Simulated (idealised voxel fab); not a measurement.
The following is a process module called voxel wiring stack.
It is cross-section cut that appears here, measuring 240 nm in width, its square cells being 5 nm in size.
How to read a cross-section here: the picture is a grid of square cells, written as bands going from the top down, and any band can span one or more rows of cells.
Heights first: top, then bottom, in nm. Then materials, left to right, each with a width in nm. "all across" on a single material: fills the band edge to edge. "air": empty space.
Heights are reckoned from 0. Under this level, the received wafer is all of one material. The bottommost band is open-ended downward, for example "0 down".
So if you see something like "30->40" for the width, read it as the top row of the band sitting at the first number and the bottom row at the second, with every row in between moving by the same amount as the last.
"nothing was modified" -> step changed no cross-section cell.
"Encapsulated voids": sealed empty spaces, 8 cells or more, no open way to top, listed width x height at distance, with distance from the left edge and width, height and distance in nm.
Where a step's line continues beyond its settings, the continuation is a remark by the simulator itself on that step.
overlay nm: right-of-plan distance of the mask on a masked step; negative values mean left-of-plan.

Listed below are the process steps as planned
1,RECEIVE | material Si
2,CONFORMAL_DEP | material SiO2 | thk nm 15
3,DIRECTIONAL_DEP | material TiN | thk nm 5
4,DIRECTIONAL_DEP | material W | thk nm 20
5,PATTERN | tone cover | mask id METAL_1 | material resist | width nm 25 | pitch nm 45 | thk nm 15 | overlay nm 0
6,DIRECTIONAL_ETCH | etch materials W | depth nm 20
7,DIRECTIONAL_ETCH | etch materials TiN | depth nm 5
8,STRIP | etch materials resist
9,FILL_DEP | material SiO2 | thk nm 10
10,CMP | height nm 40
11,CONFORMAL_DEP | material SiCN | thk nm 5
12,DIRECTIONAL_DEP | material SiO2 | thk nm 25
13,MASKED_ETCH | tone open | mask id METAL_2_HOLES | width nm 15 | pitch nm 90 | etch materials SiO2 | depth nm 25 | overlay nm 0
14,PATTERN | tone open | mask id METAL_2 | material resist | width nm 25 | pitch nm 45 | thk nm 15 | overlay nm 0
15,DIRECTIONAL_ETCH | etch materials SiO2 | depth nm 15
16,DIRECTIONAL_ETCH | etch materials SiCN | depth nm 5
17,STRIP | etch materials resist
18,CONFORMAL_DEP | material TiN | thk nm 5
19,FILL_DEP | material Cu | thk nm 10
20,CMP | height nm 70
21,CONFORMAL_DEP | material SiCN | thk nm 5
22,DIRECTIONAL_DEP | material SiO2 | thk nm 35
23,DIRECTIONAL_DEP | material aC | thk nm 15
24,PATTERN | tone open | mask id METAL_3 | material resist | width nm 25 | pitch nm 45 | thk nm 35 | overlay nm 0
25,DIRECTIONAL_ETCH | etch materials aC | depth nm 15
26,STRIP | etch materials resist
27,DIRECTIONAL_ETCH | etch materials SiO2 | depth nm 20
28,STRIP | etch materials aC
29,PATTERN | tone open | mask id METAL_3_HOLES | material resist | width nm 15 | pitch nm 90 | thk nm 20 | overlay nm 0
30,DIRECTIONAL_ETCH | etch materials SiO2 | depth nm 15
31,DIRECTIONAL_ETCH | etch materials SiCN | depth nm 5
32,STRIP | etch materials resist
33,CONFORMAL_DEP | material TiN | thk nm 5
34,FILL_DEP | material Ru | thk nm 10
35,CMP | height nm 110
36,CONFORMAL_DEP | material SiCN | thk nm 5
37,DIRECTIONAL_DEP | material SiO2 | thk nm 25
38,DIRECTIONAL_DEP | material aC | thk nm 15
39,PATTERN | tone open | mask id METAL_4 | material resist | width nm 25 | pitch nm 45 | thk nm 30 | overlay nm 0
40,DIRECTIONAL_ETCH | etch materials aC | depth nm 15
41,STRIP | etch materials resist
42,DIRECTIONAL_ETCH | etch materials SiO2 | depth nm 15
43,STRIP | etch materials aC
44,PATTERN | tone open | mask id METAL_4_HOLES | material resist | width nm 15 | pitch nm 90 | thk nm 20 | overlay nm 0
45,DIRECTIONAL_ETCH | etch materials SiO2 | depth nm 10
46,DIRECTIONAL_ETCH | etch materials SiCN | depth nm 5
47,STRIP | etch materials resist
48,CONFORMAL_DEP | material TiN | thk nm 5
49,FILL_DEP | material Cu | thk nm 10
50,CMP | height nm 140
51,CONFORMAL_DEP | material SiN | thk nm 5

The first of two wafers, run as planned

As received (post step 1): cross-section
    0 down: Si all across
    Encapsulated voids: none

Cross-section: wafer state after step 2
    15 to 0: SiO2 all across
    Below 0, no change.

Cross-section: wafer state after step 3
    20 to 15: TiN all across
    Below 15, no change.

Cross-section: wafer state after step 4
    40 to 20: W all across
    Below 20, no change.

Cross-section: wafer state after step 5
    55 to 40: air 60, resist 25, air 20, resist 25, air 20, resist 25, air 65
    Below 40, no change.

Cross-section: wafer state after step 6
    55 to 40: air 60, resist 25, air 20, resist 25, air 20, resist 25, air 65
    40 to 20: air 60, W 25, air 20, W 25, air 20, W 25, air 65
    Below 20, no change.

Cross-section: wafer state after step 7
    55 to 40: air 60, resist 25, air 20, resist 25, air 20, resist 25, air 65
    40 to 20: air 60, W 25, air 20, W 25, air 20, W 25, air 65
    20 to 15: air 60, TiN 25, air 20, TiN 25, air 20, TiN 25, air 65
    Below 15, no change.

Cross-section: wafer state after step 8
    40 to 20: air 60, W 25, air 20, W 25, air 20, W 25, air 65
    Below 20, no change.

Cross-section: wafer state after step 9
    50 to 40: SiO2 all across
    40 to 20: SiO2 60, W 25, SiO2 20, W 25, SiO2 20, W 25, SiO2 65
    20 to 15: SiO2 60, TiN 25, SiO2 20, TiN 25, SiO2 20, TiN 25, SiO2 65
    Below 15, no change.

Cross-section: wafer state after step 10
    40 to 20: SiO2 60, W 25, SiO2 20, W 25, SiO2 20, W 25, SiO2 65
    Below 20, no change.

Cross-section: wafer state after step 11
    45 to 40: SiCN all across
    Below 40, no change.

Cross-section: wafer state after step 12
    70 to 45: SiO2 all across
    Below 45, no change.

Cross-section: wafer state after step 13
    70 to 45: SiO2 60, air 15, SiO2 75, air 15, SiO2 75
    Below 45, no change.

Cross-section: wafer state after step 14
    85 to 70: resist 60, air 25, resist 20, air 25, resist 20, air 25, resist 65
    Below 70, no change.

Cross-section: wafer state after step 15
    85 to 70: resist 60, air 25, resist 20, air 25, resist 20, air 25, resist 65
    70 to 55: SiO2 60, air 25, SiO2 20, air 25, SiO2 20, air 25, SiO2 65
    Below 55, no change.

Cross-section: wafer state after step 16
    85 to 70: resist 60, air 25, resist 20, air 25, resist 20, air 25, resist 65
    70 to 55: SiO2 60, air 25, SiO2 20, air 25, SiO2 20, air 25, SiO2 65
    55 to 45: SiO2 60, air 15, SiO2 75, air 15, SiO2 75
    45 to 40: SiCN 60, air 15, SiCN 75, air 15, SiCN 75
    Below 40, no change.

Cross-section: wafer state after step 17
    70 to 55: SiO2 60, air 25, SiO2 20, air 25, SiO2 20, air 25, SiO2 65
    Below 55, no change.

Cross-section: wafer state after step 18
    75 to 70: TiN 65, air 15, TiN 30, air 15, TiN 30, air 15, TiN 70
    70 to 60: SiO2 60, TiN 5, air 15, TiN 5, SiO2 20, TiN 5, air 15, TiN 5, SiO2 20, TiN 5, air 15, TiN 5, SiO2 65
    60 to 55: SiO2 60, TiN 5, air 5, TiN 15, SiO2 20, TiN 25, SiO2 20, TiN 5, air 5, TiN 15, SiO2 65
    55 to 45: SiO2 60, TiN 5, air 5, TiN 5, SiO2 75, TiN 5, air 5, TiN 5, SiO2 75
    45 to 40: SiCN 60, TiN 15, SiCN 75, TiN 15, SiCN 75
    Below 40, no change.

Cross-section: wafer state after step 19
    85 to 75: Cu all across
    75 to 70: TiN 65, Cu 15, TiN 30, Cu 15, TiN 30, Cu 15, TiN 70
    70 to 60: SiO2 60, TiN 5, Cu 15, TiN 5, SiO2 20, TiN 5, Cu 15, TiN 5, SiO2 20, TiN 5, Cu 15, TiN 5, SiO2 65
    60 to 55: SiO2 60, TiN 5, Cu 5, TiN 15, SiO2 20, TiN 25, SiO2 20, TiN 5, Cu 5, TiN 15, SiO2 65
    55 to 45: SiO2 60, TiN 5, Cu 5, TiN 5, SiO2 75, TiN 5, Cu 5, TiN 5, SiO2 75
    Below 45, no change.

Cross-section: wafer state after step 20
    70 to 60: SiO2 60, TiN 5, Cu 15, TiN 5, SiO2 20, TiN 5, Cu 15, TiN 5, SiO2 20, TiN 5, Cu 15, TiN 5, SiO2 65
    Below 60, no change.

Cross-section: wafer state after step 21
    75 to 70: SiCN all across
    Below 70, no change.

Cross-section: wafer state after step 22
    110 to 75: SiO2 all across
    Below 75, no change.

Cross-section: wafer state after step 23
    125 to 110: aC all across
    Below 110, no change.

Cross-section: wafer state after step 24
    160 to 125: resist 60, air 25, resist 20, air 25, resist 20, air 25, resist 65
    Below 125, no change.

Cross-section: wafer state after step 25
    145 to 125: resist 60, air 25, resist 20, air 25, resist 20, air 25, resist 65
    125 to 110: aC 60, air 25, aC 20, air 25, aC 20, air 25, aC 65
    Below 110, no change.

Cross-section: wafer state after step 26
    125 to 110: aC 60, air 25, aC 20, air 25, aC 20, air 25, aC 65
    Below 110, no change.

Cross-section: wafer state after step 27
    125 to 110: aC 60, air 25, aC 20, air 25, aC 20, air 25, aC 65
    110 to 90: SiO2 60, air 25, SiO2 20, air 25, SiO2 20, air 25, SiO2 65
    Below 90, no change.

Cross-section: wafer state after step 28
    110 to 90: SiO2 60, air 25, SiO2 20, air 25, SiO2 20, air 25, SiO2 65
    Below 90, no change.

Cross-section: wafer state after step 29
    130 to 110: resist 60, air 15, resist 75, air 15, resist 75
    110 to 90: SiO2 60, air 15, resist 10, SiO2 20, resist 25, SiO2 20, air 15, resist 10, SiO2 65
    Below 90, no change.

Cross-section: wafer state after step 30
    130 to 110: resist 60, air 15, resist 75, air 15, resist 75
    110 to 90: SiO2 60, air 15, resist 10, SiO2 20, resist 25, SiO2 20, air 15, resist 10, SiO2 65
    90 to 75: SiO2 60, air 15, SiO2 75, air 15, SiO2 75
    Below 75, no change.

Cross-section: wafer state after step 31
    130 to 110: resist 60, air 15, resist 75, air 15, resist 75
    110 to 90: SiO2 60, air 15, resist 10, SiO2 20, resist 25, SiO2 20, air 15, resist 10, SiO2 65
    90 to 75: SiO2 60, air 15, SiO2 75, air 15, SiO2 75
    75 to 70: SiCN 60, air 15, SiCN 75, air 15, SiCN 75
    Below 70, no change.

Cross-section: wafer state after step 32
    110 to 90: SiO2 60, air 25, SiO2 20, air 25, SiO2 20, air 25, SiO2 65
    Below 90, no change.

Cross-section: wafer state after step 33
    115 to 110: TiN 65, air 15, TiN 30, air 15, TiN 30, air 15, TiN 70
    110 to 95: SiO2 60, TiN 5, air 15, TiN 5, SiO2 20, TiN 5, air 15, TiN 5, SiO2 20, TiN 5, air 15, TiN 5, SiO2 65
    95 to 90: SiO2 60, TiN 5, air 5, TiN 15, SiO2 20, TiN 25, SiO2 20, TiN 5, air 5, TiN 15, SiO2 65
    90 to 75: SiO2 60, TiN 5, air 5, TiN 5, SiO2 75, TiN 5, air 5, TiN 5, SiO2 75
    75 to 70: SiCN 60, TiN 15, SiCN 75, TiN 15, SiCN 75
    Below 70, no change.

Cross-section: wafer state after step 34
    125 to 115: Ru all across
    115 to 110: TiN 65, Ru 15, TiN 30, Ru 15, TiN 30, Ru 15, TiN 70
    110 to 95: SiO2 60, TiN 5, Ru 15, TiN 5, SiO2 20, TiN 5, Ru 15, TiN 5, SiO2 20, TiN 5, Ru 15, TiN 5, SiO2 65
    95 to 90: SiO2 60, TiN 5, Ru 5, TiN 15, SiO2 20, TiN 25, SiO2 20, TiN 5, Ru 5, TiN 15, SiO2 65
    90 to 75: SiO2 60, TiN 5, Ru 5, TiN 5, SiO2 75, TiN 5, Ru 5, TiN 5, SiO2 75
    Below 75, no change.

Cross-section: wafer state after step 35
    110 to 95: SiO2 60, TiN 5, Ru 15, TiN 5, SiO2 20, TiN 5, Ru 15, TiN 5, SiO2 20, TiN 5, Ru 15, TiN 5, SiO2 65
    Below 95, no change.

Cross-section: wafer state after step 36
    115 to 110: SiCN all across
    Below 110, no change.

Cross-section: wafer state after step 37
    140 to 115: SiO2 all across
    Below 115, no change.

Cross-section: wafer state after step 38
    155 to 140: aC all across
    Below 140, no change.

Cross-section: wafer state after step 39
    185 to 155: resist 60, air 25, resist 20, air 25, resist 20, air 25, resist 65
    Below 155, no change.

Cross-section: wafer state after step 40
    170 to 155: resist 60, air 25, resist 20, air 25, resist 20, air 25, resist 65
    155 to 140: aC 60, air 25, aC 20, air 25, aC 20, air 25, aC 65
    Below 140, no change.

Cross-section: wafer state after step 41
    155 to 140: aC 60, air 25, aC 20, air 25, aC 20, air 25, aC 65
    Below 140, no change.

Cross-section: wafer state after step 42
    155 to 140: aC 60, air 25, aC 20, air 25, aC 20, air 25, aC 65
    140 to 125: SiO2 60, air 25, SiO2 20, air 25, SiO2 20, air 25, SiO2 65
    Below 125, no change.

Cross-section: wafer state after step 43
    140 to 125: SiO2 60, air 25, SiO2 20, air 25, SiO2 20, air 25, SiO2 65
    Below 125, no change.

Cross-section: wafer state after step 44
    160 to 140: resist 60, air 15, resist 75, air 15, resist 75
    140 to 125: SiO2 60, air 15, resist 10, SiO2 20, resist 25, SiO2 20, air 15, resist 10, SiO2 65
    Below 125, no change.

Cross-section: wafer state after step 45
    160 to 140: resist 60, air 15, resist 75, air 15, resist 75
    140 to 125: SiO2 60, air 15, resist 10, SiO2 20, resist 25, SiO2 20, air 15, resist 10, SiO2 65
    125 to 115: SiO2 60, air 15, SiO2 75, air 15, SiO2 75
    Below 115, no change.

Cross-section: wafer state after step 46
    160 to 140: resist 60, air 15, resist 75, air 15, resist 75
    140 to 125: SiO2 60, air 15, resist 10, SiO2 20, resist 25, SiO2 20, air 15, resist 10, SiO2 65
    125 to 115: SiO2 60, air 15, SiO2 75, air 15, SiO2 75
    115 to 110: SiCN 60, air 15, SiCN 75, air 15, SiCN 75
    Below 110, no change.

Cross-section: wafer state after step 47
    140 to 125: SiO2 60, air 25, SiO2 20, air 25, SiO2 20, air 25, SiO2 65
    Below 125, no change.

Cross-section: wafer state after step 48
    145 to 140: TiN 65, air 15, TiN 30, air 15, TiN 30, air 15, TiN 70
    140 to 130: SiO2 60, TiN 5, air 15, TiN 5, SiO2 20, TiN 5, air 15, TiN 5, SiO2 20, TiN 5, air 15, TiN 5, SiO2 65
    130 to 125: SiO2 60, TiN 5, air 5, TiN 15, SiO2 20, TiN 25, SiO2 20, TiN 5, air 5, TiN 15, SiO2 65
    125 to 115: SiO2 60, TiN 5, air 5, TiN 5, SiO2 75, TiN 5, air 5, TiN 5, SiO2 75
    115 to 110: SiCN 60, TiN 15, SiCN 75, TiN 15, SiCN 75
    Below 110, no change.

Cross-section: wafer state after step 49
    155 to 145: Cu all across
    145 to 140: TiN 65, Cu 15, TiN 30, Cu 15, TiN 30, Cu 15, TiN 70
    140 to 130: SiO2 60, TiN 5, Cu 15, TiN 5, SiO2 20, TiN 5, Cu 15, TiN 5, SiO2 20, TiN 5, Cu 15, TiN 5, SiO2 65
    130 to 125: SiO2 60, TiN 5, Cu 5, TiN 15, SiO2 20, TiN 25, SiO2 20, TiN 5, Cu 5, TiN 15, SiO2 65
    125 to 115: SiO2 60, TiN 5, Cu 5, TiN 5, SiO2 75, TiN 5, Cu 5, TiN 5, SiO2 75
    Below 115, no change.

Cross-section: wafer state after step 50
    140 to 130: SiO2 60, TiN 5, Cu 15, TiN 5, SiO2 20, TiN 5, Cu 15, TiN 5, SiO2 20, TiN 5, Cu 15, TiN 5, SiO2 65
    Below 130, no change.

Cross-section: wafer state after step 51
    145 to 140: SiN all across
    Below 140, no change.

Companion wafer, the second of two: same beginning, same intended sequence, one mistake in carrying it out; through step 4 inclusive it tracks the first exactly

Cross-section of the second wafer at the time step 5 of the plan should have ended
    55 to 40: air 60, resist 30, air 15, resist 30, air 15, resist 30, air 60
    Below 40, no change.

Cross-section of the second wafer at the time step 6 of the plan should have ended
    55 to 40: air 60, resist 30, air 15, resist 30, air 15, resist 30, air 60
    40 to 20: air 60, W 30, air 15, W 30, air 15, W 30, air 60
    Below 20, no change.

Cross-section of the second wafer at the time step 7 of the plan should have ended
    55 to 40: air 60, resist 30, air 15, resist 30, air 15, resist 30, air 60
    40 to 20: air 60, W 30, air 15, W 30, air 15, W 30, air 60
    20 to 15: air 60, TiN 30, air 15, TiN 30, air 15, TiN 30, air 60
    Below 15, no change.

Cross-section of the second wafer at the time step 8 of the plan should have ended
    40 to 20: air 60, W 30, air 15, W 30, air 15, W 30, air 60
    Below 20, no change.

Cross-section of the second wafer at the time step 9 of the plan should have ended
    50 to 40: SiO2 all across
    40 to 20: SiO2 60, W 30, SiO2 15, W 30, SiO2 15, W 30, SiO2 60
    20 to 15: SiO2 60, TiN 30, SiO2 15, TiN 30, SiO2 15, TiN 30, SiO2 60
    Below 15, no change.

Cross-section of the second wafer at the time step 10 of the plan should have ended
    40 to 20: SiO2 60, W 30, SiO2 15, W 30, SiO2 15, W 30, SiO2 60
    Below 20, no change.

Cross-section of the second wafer at the time step 11 of the plan should have ended
    45 to 40: SiCN all across
    Below 40, no change.

Cross-section of the second wafer at the time step 12 of the plan should have ended
    70 to 45: SiO2 all across
    Below 45, no change.

Cross-section of the second wafer at the time step 13 of the plan should have ended
    70 to 45: SiO2 60, air 15, SiO2 75, air 15, SiO2 75
    Below 45, no change.

Cross-section of the second wafer at the time step 14 of the plan should have ended
    85 to 70: resist 60, air 25, resist 20, air 25, resist 20, air 25, resist 65
    Below 70, no change.

Cross-section of the second wafer at the time step 15 of the plan should have ended
    85 to 70: resist 60, air 25, resist 20, air 25, resist 20, air 25, resist 65
    70 to 55: SiO2 60, air 25, SiO2 20, air 25, SiO2 20, air 25, SiO2 65
    Below 55, no change.

Cross-section of the second wafer at the time step 16 of the plan should have ended
    85 to 70: resist 60, air 25, resist 20, air 25, resist 20, air 25, resist 65
    70 to 55: SiO2 60, air 25, SiO2 20, air 25, SiO2 20, air 25, SiO2 65
    55 to 45: SiO2 60, air 15, SiO2 75, air 15, SiO2 75
    45 to 40: SiCN 60, air 15, SiCN 75, air 15, SiCN 75
    Below 40, no change.

Cross-section of the second wafer at the time step 17 of the plan should have ended
    70 to 55: SiO2 60, air 25, SiO2 20, air 25, SiO2 20, air 25, SiO2 65
    Below 55, no change.

Cross-section of the second wafer at the time step 18 of the plan should have ended
    75 to 70: TiN 65, air 15, TiN 30, air 15, TiN 30, air 15, TiN 70
    70 to 60: SiO2 60, TiN 5, air 15, TiN 5, SiO2 20, TiN 5, air 15, TiN 5, SiO2 20, TiN 5, air 15, TiN 5, SiO2 65
    60 to 55: SiO2 60, TiN 5, air 5, TiN 15, SiO2 20, TiN 25, SiO2 20, TiN 5, air 5, TiN 15, SiO2 65
    55 to 45: SiO2 60, TiN 5, air 5, TiN 5, SiO2 75, TiN 5, air 5, TiN 5, SiO2 75
    45 to 40: SiCN 60, TiN 15, SiCN 75, TiN 15, SiCN 75
    Below 40, no change.

Cross-section of the second wafer at the time step 19 of the plan should have ended
    85 to 75: Cu all across
    75 to 70: TiN 65, Cu 15, TiN 30, Cu 15, TiN 30, Cu 15, TiN 70
    70 to 60: SiO2 60, TiN 5, Cu 15, TiN 5, SiO2 20, TiN 5, Cu 15, TiN 5, SiO2 20, TiN 5, Cu 15, TiN 5, SiO2 65
    60 to 55: SiO2 60, TiN 5, Cu 5, TiN 15, SiO2 20, TiN 25, SiO2 20, TiN 5, Cu 5, TiN 15, SiO2 65
    55 to 45: SiO2 60, TiN 5, Cu 5, TiN 5, SiO2 75, TiN 5, Cu 5, TiN 5, SiO2 75
    Below 45, no change.

Cross-section of the second wafer at the time step 20 of the plan should have ended
    70 to 60: SiO2 60, TiN 5, Cu 15, TiN 5, SiO2 20, TiN 5, Cu 15, TiN 5, SiO2 20, TiN 5, Cu 15, TiN 5, SiO2 65
    Below 60, no change.

Cross-section of the second wafer at the time step 21 of the plan should have ended
    75 to 70: SiCN all across
    Below 70, no change.

Cross-section of the second wafer at the time step 22 of the plan should have ended
    110 to 75: SiO2 all across
    Below 75, no change.

Cross-section of the second wafer at the time step 23 of the plan should have ended
    125 to 110: aC all across
    Below 110, no change.

Cross-section of the second wafer at the time step 24 of the plan should have ended
    160 to 125: resist 60, air 25, resist 20, air 25, resist 20, air 25, resist 65
    Below 125, no change.

Cross-section of the second wafer at the time step 25 of the plan should have ended
    145 to 125: resist 60, air 25, resist 20, air 25, resist 20, air 25, resist 65
    125 to 110: aC 60, air 25, aC 20, air 25, aC 20, air 25, aC 65
    Below 110, no change.

Cross-section of the second wafer at the time step 26 of the plan should have ended
    125 to 110: aC 60, air 25, aC 20, air 25, aC 20, air 25, aC 65
    Below 110, no change.

Cross-section of the second wafer at the time step 27 of the plan should have ended
    125 to 110: aC 60, air 25, aC 20, air 25, aC 20, air 25, aC 65
    110 to 90: SiO2 60, air 25, SiO2 20, air 25, SiO2 20, air 25, SiO2 65
    Below 90, no change.

Cross-section of the second wafer at the time step 28 of the plan should have ended
    110 to 90: SiO2 60, air 25, SiO2 20, air 25, SiO2 20, air 25, SiO2 65
    Below 90, no change.

Cross-section of the second wafer at the time step 29 of the plan should have ended
    130 to 110: resist 60, air 15, resist 75, air 15, resist 75
    110 to 90: SiO2 60, air 15, resist 10, SiO2 20, resist 25, SiO2 20, air 15, resist 10, SiO2 65
    Below 90, no change.

Cross-section of the second wafer at the time step 30 of the plan should have ended
    130 to 110: resist 60, air 15, resist 75, air 15, resist 75
    110 to 90: SiO2 60, air 15, resist 10, SiO2 20, resist 25, SiO2 20, air 15, resist 10, SiO2 65
    90 to 75: SiO2 60, air 15, SiO2 75, air 15, SiO2 75
    Below 75, no change.

Cross-section of the second wafer at the time step 31 of the plan should have ended
    130 to 110: resist 60, air 15, resist 75, air 15, resist 75
    110 to 90: SiO2 60, air 15, resist 10, SiO2 20, resist 25, SiO2 20, air 15, resist 10, SiO2 65
    90 to 75: SiO2 60, air 15, SiO2 75, air 15, SiO2 75
    75 to 70: SiCN 60, air 15, SiCN 75, air 15, SiCN 75
    Below 70, no change.

Cross-section of the second wafer at the time step 32 of the plan should have ended
    110 to 90: SiO2 60, air 25, SiO2 20, air 25, SiO2 20, air 25, SiO2 65
    Below 90, no change.

Cross-section of the second wafer at the time step 33 of the plan should have ended
    115 to 110: TiN 65, air 15, TiN 30, air 15, TiN 30, air 15, TiN 70
    110 to 95: SiO2 60, TiN 5, air 15, TiN 5, SiO2 20, TiN 5, air 15, TiN 5, SiO2 20, TiN 5, air 15, TiN 5, SiO2 65
    95 to 90: SiO2 60, TiN 5, air 5, TiN 15, SiO2 20, TiN 25, SiO2 20, TiN 5, air 5, TiN 15, SiO2 65
    90 to 75: SiO2 60, TiN 5, air 5, TiN 5, SiO2 75, TiN 5, air 5, TiN 5, SiO2 75
    75 to 70: SiCN 60, TiN 15, SiCN 75, TiN 15, SiCN 75
    Below 70, no change.

Cross-section of the second wafer at the time step 34 of the plan should have ended
    125 to 115: Ru all across
    115 to 110: TiN 65, Ru 15, TiN 30, Ru 15, TiN 30, Ru 15, TiN 70
    110 to 95: SiO2 60, TiN 5, Ru 15, TiN 5, SiO2 20, TiN 5, Ru 15, TiN 5, SiO2 20, TiN 5, Ru 15, TiN 5, SiO2 65
    95 to 90: SiO2 60, TiN 5, Ru 5, TiN 15, SiO2 20, TiN 25, SiO2 20, TiN 5, Ru 5, TiN 15, SiO2 65
    90 to 75: SiO2 60, TiN 5, Ru 5, TiN 5, SiO2 75, TiN 5, Ru 5, TiN 5, SiO2 75
    Below 75, no change.

Cross-section of the second wafer at the time step 35 of the plan should have ended
    110 to 95: SiO2 60, TiN 5, Ru 15, TiN 5, SiO2 20, TiN 5, Ru 15, TiN 5, SiO2 20, TiN 5, Ru 15, TiN 5, SiO2 65
    Below 95, no change.

Cross-section of the second wafer at the time step 36 of the plan should have ended
    115 to 110: SiCN all across
    Below 110, no change.

Cross-section of the second wafer at the time step 37 of the plan should have ended
    140 to 115: SiO2 all across
    Below 115, no change.

Cross-section of the second wafer at the time step 38 of the plan should have ended
    155 to 140: aC all across
    Below 140, no change.

Cross-section of the second wafer at the time step 39 of the plan should have ended
    185 to 155: resist 60, air 25, resist 20, air 25, resist 20, air 25, resist 65
    Below 155, no change.

Cross-section of the second wafer at the time step 40 of the plan should have ended
    170 to 155: resist 60, air 25, resist 20, air 25, resist 20, air 25, resist 65
    155 to 140: aC 60, air 25, aC 20, air 25, aC 20, air 25, aC 65
    Below 140, no change.

Cross-section of the second wafer at the time step 41 of the plan should have ended
    155 to 140: aC 60, air 25, aC 20, air 25, aC 20, air 25, aC 65
    Below 140, no change.

Cross-section of the second wafer at the time step 42 of the plan should have ended
    155 to 140: aC 60, air 25, aC 20, air 25, aC 20, air 25, aC 65
    140 to 125: SiO2 60, air 25, SiO2 20, air 25, SiO2 20, air 25, SiO2 65
    Below 125, no change.

Cross-section of the second wafer at the time step 43 of the plan should have ended
    140 to 125: SiO2 60, air 25, SiO2 20, air 25, SiO2 20, air 25, SiO2 65
    Below 125, no change.

Cross-section of the second wafer at the time step 44 of the plan should have ended
    160 to 140: resist 60, air 15, resist 75, air 15, resist 75
    140 to 125: SiO2 60, air 15, resist 10, SiO2 20, resist 25, SiO2 20, air 15, resist 10, SiO2 65
    Below 125, no change.

Cross-section of the second wafer at the time step 45 of the plan should have ended
    160 to 140: resist 60, air 15, resist 75, air 15, resist 75
    140 to 125: SiO2 60, air 15, resist 10, SiO2 20, resist 25, SiO2 20, air 15, resist 10, SiO2 65
    125 to 115: SiO2 60, air 15, SiO2 75, air 15, SiO2 75
    Below 115, no change.

Cross-section of the second wafer at the time step 46 of the plan should have ended
    160 to 140: resist 60, air 15, resist 75, air 15, resist 75
    140 to 125: SiO2 60, air 15, resist 10, SiO2 20, resist 25, SiO2 20, air 15, resist 10, SiO2 65
    125 to 115: SiO2 60, air 15, SiO2 75, air 15, SiO2 75
    115 to 110: SiCN 60, air 15, SiCN 75, air 15, SiCN 75
    Below 110, no change.

Cross-section of the second wafer at the time step 47 of the plan should have ended
    140 to 125: SiO2 60, air 25, SiO2 20, air 25, SiO2 20, air 25, SiO2 65
    Below 125, no change.

Cross-section of the second wafer at the time step 48 of the plan should have ended
    145 to 140: TiN 65, air 15, TiN 30, air 15, TiN 30, air 15, TiN 70
    140 to 130: SiO2 60, TiN 5, air 15, TiN 5, SiO2 20, TiN 5, air 15, TiN 5, SiO2 20, TiN 5, air 15, TiN 5, SiO2 65
    130 to 125: SiO2 60, TiN 5, air 5, TiN 15, SiO2 20, TiN 25, SiO2 20, TiN 5, air 5, TiN 15, SiO2 65
    125 to 115: SiO2 60, TiN 5, air 5, TiN 5, SiO2 75, TiN 5, air 5, TiN 5, SiO2 75
    115 to 110: SiCN 60, TiN 15, SiCN 75, TiN 15, SiCN 75
    Below 110, no change.

Cross-section of the second wafer at the time step 49 of the plan should have ended
    155 to 145: Cu all across
    145 to 140: TiN 65, Cu 15, TiN 30, Cu 15, TiN 30, Cu 15, TiN 70
    140 to 130: SiO2 60, TiN 5, Cu 15, TiN 5, SiO2 20, TiN 5, Cu 15, TiN 5, SiO2 20, TiN 5, Cu 15, TiN 5, SiO2 65
    130 to 125: SiO2 60, TiN 5, Cu 5, TiN 15, SiO2 20, TiN 25, SiO2 20, TiN 5, Cu 5, TiN 15, SiO2 65
    125 to 115: SiO2 60, TiN 5, Cu 5, TiN 5, SiO2 75, TiN 5, Cu 5, TiN 5, SiO2 75
    Below 115, no change.

Cross-section of the second wafer at the time step 50 of the plan should have ended
    140 to 130: SiO2 60, TiN 5, Cu 15, TiN 5, SiO2 20, TiN 5, Cu 15, TiN 5, SiO2 20, TiN 5, Cu 15, TiN 5, SiO2 65
    Below 130, no change.

Cross-section of the second wafer at the time step 51 of the plan should have ended
    145 to 140: SiN all across
    Below 140, no change.
Here's what went sideways: step 5: run off-plan, actual operation and settings PATTERN | tone cover | mask id METAL_1 | material resist | width nm 30 | pitch nm 45 | thk nm 15 | overlay nm 0
Materials where the second wafer ends with more or fewer cells than the first: 15 fewer of SiO2 | 3 more of TiN | 12 more of W
